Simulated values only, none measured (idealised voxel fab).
Herein follows the process module entitled voxel wiring stack.
The figure presents cross-section cut, which has a width of 180 nm and is divided into square cells with an edge length of 5 nm.
A cross-section is written here as square cells arranged in a grid, and it is given in bands from the top down, each band taking up one or more rows of cells.
It is stipulated that each band's entry specify, in nanometres, the height of the top of the band and then that of its bottom, followed by the materials of the band in left-to-right sequence, each together with its width in nanometres. A single material marked by the word "edge to edge" is understood to fill the band from edge to edge; the word "empty" is understood to denote empty space.
It should be noted that heights are counted from 0, beneath which the wafer as supplied is of one material throughout, and that the lowest band possesses no lower boundary but continues downward, as written in "0..down".
Note: "30..40" means the width goes from the first number (top row of the band) to the second number (bottom row) in equal steps per row of cells.
"nothing altered" after a step means that no cell of the cross-section changed.
"Closed void catalog": sealed empty spaces, 8 cells or more, no open way to top, listed width x height at distance, with distance from the left edge and width, height and distance in nm.
It should be noted that, on the line of a given step, the content following the step's settings is a remark produced by the simulator itself with respect to that step.
A step's line can hold "overlay nm"; with a mask on that step, the setting says how far right of the planned place the mask lay, while a negative setting says it lay to the left.
The planned process steps are enumerated hereunder
1: RECEIVE, material Si
2: CONFORMAL_DEP, material SiO2, thk nm 15
3: CONFORMAL_DEP, material SiN, thk nm 5
4: DIRECTIONAL_DEP, material SiO2, thk nm 15
5: DIRECTIONAL_DEP, material aC, thk nm 15
6: PATTERN, tone open, mask id METAL_1, material resist, width nm 25, pitch nm 40, thk nm 35, overlay nm 0
7: DIRECTIONAL_ETCH, etch materials aC, depth nm 15
8: STRIP, etch materials resist
9: DIRECTIONAL_ETCH, etch materials SiO2, depth nm 15
10: DIRECTIONAL_ETCH, etch materials SiN, depth nm 5
11: STRIP, etch materials aC
12: CONFORMAL_DEP, material TiN, thk nm 5
13: FILL_DEP, material Cu, thk nm 5
14: CMP, height nm 35
15: EPI, material Ru, thk nm 5
16: FILL_DEP, material SiCN, thk nm 5
17: DIRECTIONAL_DEP, material SiO2, thk nm 10
18: PATTERN, tone open, mask id PLUG_1, material resist, width nm 15, pitch nm 40, thk nm 15, overlay nm 0
19: DIRECTIONAL_ETCH, etch materials SiO2, depth nm 10
20: DIRECTIONAL_ETCH, etch materials SiCN, depth nm 5
21: STRIP, etch materials resist
22: CONFORMAL_DEP, material TiN, thk nm 5
23: FILL_DEP, material Ru, thk nm 10
24: CMP, height nm 55
25: DIRECTIONAL_DEP, material TiN, thk nm 5
26: DIRECTIONAL_DEP, material W, thk nm 15
27: PATTERN, tone cover, mask id METAL_2, material resist, width nm 25, pitch nm 40, thk nm 20, overlay nm 0
28: DIRECTIONAL_ETCH, etch materials W, depth nm 15
29: DIRECTIONAL_ETCH, etch materials TiN, depth nm 5
30: STRIP, etch materials resist
31: CONFORMAL_DEP, material SiN, thk nm 5
32: FILL_DEP, material lowk, thk nm 10
33: CMP, height nm 75
34: CONFORMAL_DEP, material SiCN, thk nm 5
35: DIRECTIONAL_DEP, material SiO2, thk nm 30
36: DIRECTIONAL_DEP, material aC, thk nm 10
37: PATTERN, tone open, mask id METAL_3_HOLES, material resist, width nm 15, thk nm 30, overlay nm 0
38: DIRECTIONAL_ETCH, etch materials aC, depth nm 10
39: STRIP, etch materials resist
40: DIRECTIONAL_ETCH, etch materials SiO2, depth nm 30
41: STRIP, etch materials aC
42: DIRECTIONAL_DEP, material aC, thk nm 15
43: PATTERN, tone open, mask id METAL_3, material resist, width nm 25, pitch nm 40, thk nm 30, overlay nm 0
44: DIRECTIONAL_ETCH, etch materials aC, depth nm 15
45: STRIP, etch materials resist
46: DIRECTIONAL_ETCH, etch materials SiO2, depth nm 15
47: DIRECTIONAL_ETCH, etch materials SiCN, depth nm 5
48: STRIP, etch materials aC
49: CONFORMAL_DEP, material TiN, thk nm 5
50: FILL_DEP, material Cu, thk nm 5
51: CMP, height nm 110
52: CONFORMAL_DEP, material SiN, thk nm 5
Step 1 complete: cross-section of the wafer as received
	0..down = Si edge to edge
	Closed void catalog: none
Post-module cross-section: identical start and plan to those above, one misstep in execution
	115..110 = SiN edge to edge
	110..100 = SiO2 55 | TiN 5 | Cu 15 | TiN 5 | SiO2 15 | TiN 5 | Cu 15 | TiN 5 | SiO2 60
	100..95 = SiO2 55 | TiN 5 | Cu 5 | TiN 15 | SiO2 15 | TiN 25 | SiO2 60
	95..80 = SiO2 55 | TiN 5 | Cu 5 | TiN 5 | SiO2 110
	80..75 = SiCN 55 | TiN 15 | SiCN 110
	75..60 = lowk 50 | SiN 5 | W 25 | SiN 5 | lowk 5 | SiN 5 | W 25 | SiN 5 | lowk 55
	60..55 = SiN 55 | TiN 25 | SiN 15 | TiN 25 | SiN 60
	55..45 = SiO2 55 | TiN 5 | Ru 5 | TiN 5 | SiO2 25 | TiN 5 | Ru 5 | TiN 5 | SiO2 70
	45..40 = SiCN 55 | TiN 15 | SiCN 25 | TiN 15 | SiCN 70
	40..35 = Ru edge to edge
	35..30 = TiN 60 | Cu 15 | TiN 25 | Cu 15 | TiN 65
	30..20 = SiO2 55 | TiN 5 | Cu 15 | TiN 5 | SiO2 15 | TiN 5 | Cu 15 | TiN 5 | SiO2 60
	20..15 = SiO2 55 | TiN 25 | SiO2 15 | TiN 25 | SiO2 60
	15..0 = SiO2 edge to edge
	0..down = Si edge to edge
	Closed void catalog: none
Where did the run depart from the plan? plan step 3 never ran because it was skipped
